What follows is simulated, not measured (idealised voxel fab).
The document below concerns the process module designated voxel ribs on slabs.
Shown is cross-section cut, with a width of 240 nm and square cells of size 5 nm.
When this document writes out a cross-section, it uses a grid of square cells and lists it as bands, beginning at the top and moving down, with a band standing for one or more rows of cells. First you get the band's top height and its bottom height, in nm, and then the materials it's made of, left to right, with each width in nm. If you see a single material with "all across", that one covers the band edge to edge. "air" is empty space. Beneath 0, the wafer as received is one material, and that level is where height counting begins. The lowest band goes on downward without a bottom; it is written like "z 0 and below". Graded width ("30..40"): value in top row of band = first number; value in bottom row = second number; row-to-row change constant. What does "remained unchanged" mean for a step? It means no cell of the cross-section changed in that step. Basically, "Enclosed void listing" tells you about the enclosed voids: empty spaces with no open way to the top, 8 cells or bigger, each written width x height at distance, where distance is from the left edge, all in nm. Where a step's line continues beyond its settings, the continuation is a remark by the simulator itself on that step. On any step carrying a mask, the "overlay nm" setting, if present on the step's line, tells how far right of its planned place the mask lay; negative values point to the left.
The planned process steps are enumerated hereunder
1 op RECEIVE | material Si
2 op DIRECTIONAL_DEP | material SiO2 | thk nm 20
3 op DIRECTIONAL_DEP | material SiN | thk nm 20
4 op MASKED_ETCH | tone cover | mask id RIB | width nm 20 | etch materials SiN | depth nm 5 | overlay nm 0
5 op DIRECTIONAL_DEP | material aC | thk nm 10
6 op PATTERN | tone cover | mask id SLAB | material resist | width nm 60 | thk nm 25 | overlay nm 0
7 op DIRECTIONAL_ETCH | etch materials aC | depth nm 10
8 op STRIP | etch materials resist
9 op DIRECTIONAL_ETCH | etch materials SiN | depth nm 15
10 op STRIP | etch materials aC
11 op FILL_DEP | material SiO2 | thk nm 25
12 op CMP | height nm 55
13 op DIRECTIONAL_DEP | material W | thk nm 5
14 op DIRECTIONAL_DEP | material aC | thk nm 15
15 op PATTERN | tone cover | mask id HEATER | material resist | width nm 30 | thk nm 30 | overlay nm 0
16 op DIRECTIONAL_ETCH | etch materials aC | depth nm 15
17 op STRIP | etch materials resist
18 op DIRECTIONAL_ETCH | etch materials W | depth nm 5
19 op STRIP | etch materials aC
20 op CONFORMAL_DEP | material SiO2 | thk nm 5
Cross-section: wafer on arrival = after step 1
    z 0 and below  Si all across
    Enclosed void listing: none
The cross-section shown corresponds to the wafer at the conclusion of the module. The initial structure and the process plan are those presented above; however, one mistake occurred in executing the plan
    z 65 to 60  100 nm air / 40 nm SiO2 / 100 nm air
    z 60 to 55  105 nm SiO2 / 30 nm W / 105 nm SiO2
    z 55 to 40  90 nm SiO2 / 60 nm SiN / 90 nm SiO2
    z 40 to 0  SiO2 all across
    z 0 and below  Si all across
    Enclosed void listing: none
Plan not followed: the plan had its step 2 run twice
